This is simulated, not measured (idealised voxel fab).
Process module heading - voxel self aligned vias
FYI the section here is cut, 255 nm wide, cells are 5 nm squares.
Throughout this document, each cross-section is represented as a grid of square cells and is presented as a sequence of bands enumerated from the top downward, where a band comprises one or more rows of cells.
Look at the band entry: it leads with the top's height and the bottom's height in nm. Then it lists the materials left to right, with a width in nm for each. The word "edge to edge" on a single material says that material fills the band edge to edge. The word "empty" is empty space.
Height reference: 0 = level under which incoming wafer is all one material. Lowest band: no bottom, runs on downward, e.g. "from 0 down".
The two numbers in a width such as "30->40" mark its ends across the band: the first belongs to the top row of cells, the second to the bottom row, and from each row to the next the width moves by the same amount.
"identical to before" for a step: no cell of the cross-section changed in that step.
The list in "Closed cavities" covers empty spaces of 8 cells or more that cannot reach the top through any open way, and it gives each as width x height at distance; the distance is from the left edge, and width, height and distance are in nm.
Step line, after settings: the simulator's comment on this step.
overlay nm: how far to the right of its planned place the mask lay on this masked step (negative: to the left).

### Listed below are the process steps as planned
step 1: RECEIVE | material Si
step 2: CONFORMAL_DEP | material SiO2 | thk nm 10
step 3: CONFORMAL_DEP | material SiCN | thk nm 5
step 4: DIRECTIONAL_DEP | material lowk | thk nm 25
step 5: DIRECTIONAL_DEP | material aC | thk nm 10
step 6: PATTERN | tone open | mask id LINES | material resist | width nm 25 | pitch nm 65 | thk nm 25 | overlay nm 0
step 7: DIRECTIONAL_ETCH | etch materials aC | depth nm 10
step 8: STRIP | etch materials resist
step 9: DIRECTIONAL_ETCH | etch materials lowk | depth nm 25
step 10: STRIP | etch materials aC
step 11: CONFORMAL_DEP | material TiN | thk nm 5
step 12: FILL_DEP | material W | thk nm 10
step 13: CMP | height nm 40
step 14: SELECTIVE_ETCH | etch materials W Ru TiN | depth nm 5
step 15: FILL_DEP | material SiN | thk nm 5
step 16: CMP | height nm 40
step 17: DIRECTIONAL_DEP | material lowk | thk nm 15
step 18: MASKED_ETCH | tone open | mask id VIAS | width nm 45 | pitch nm 130 | etch materials lowk | depth nm 15 | overlay nm 0
step 19: MASKED_ETCH | tone open | mask id VIAS | width nm 45 | pitch nm 130 | etch materials SiN | depth nm 5 | overlay nm 0
step 20: CONFORMAL_DEP | material TiN | thk nm 5
step 21: FILL_DEP | material Ru | thk nm 5
step 22: CMP | height nm 55
step 23: CONFORMAL_DEP | material SiN | thk nm 5

### This is the cross-section of the wafer as we received it, i.e. after step 1
- from 0 down  Si edge to edge
- Closed cavities: none

### The plan above was carried out on the starting structure above with one mistake, and this cross-section shows the wafer at the end of the module
- from 60 to 55  SiN edge to edge
- from 55 to 45  40 nm lowk / 5 nm SiO2 / 35 nm Ru / 5 nm SiO2 / 85 nm lowk / 5 nm SiO2 / 35 nm Ru / 5 nm SiO2 / 40 nm lowk
- from 45 to 40  40 nm lowk / 15 nm SiO2 / 15 nm Ru / 15 nm SiO2 / 85 nm lowk / 15 nm SiO2 / 15 nm Ru / 15 nm SiO2 / 40 nm lowk
- from 40 to 35  50 nm lowk / 25 nm SiO2 / 40 nm lowk / 25 nm SiN / 40 nm lowk / 25 nm SiO2 / 50 nm lowk
- from 35 to 20  50 nm lowk / 5 nm TiN / 15 nm W / 5 nm TiN / 40 nm lowk / 5 nm TiN / 15 nm W / 5 nm TiN / 40 nm lowk / 5 nm TiN / 15 nm W / 5 nm TiN / 50 nm lowk
- from 20 to 15  50 nm lowk / 25 nm TiN / 40 nm lowk / 25 nm TiN / 40 nm lowk / 25 nm TiN / 50 nm lowk
- from 15 to 10  SiCN edge to edge
- from 10 to 0  SiO2 edge to edge
- from 0 down  Si edge to edge
- Closed cavities: none
Plan not followed: note that step 20 departed from the planned setting and was carried out as CONFORMAL_DEP | material SiO2 | thk nm 5
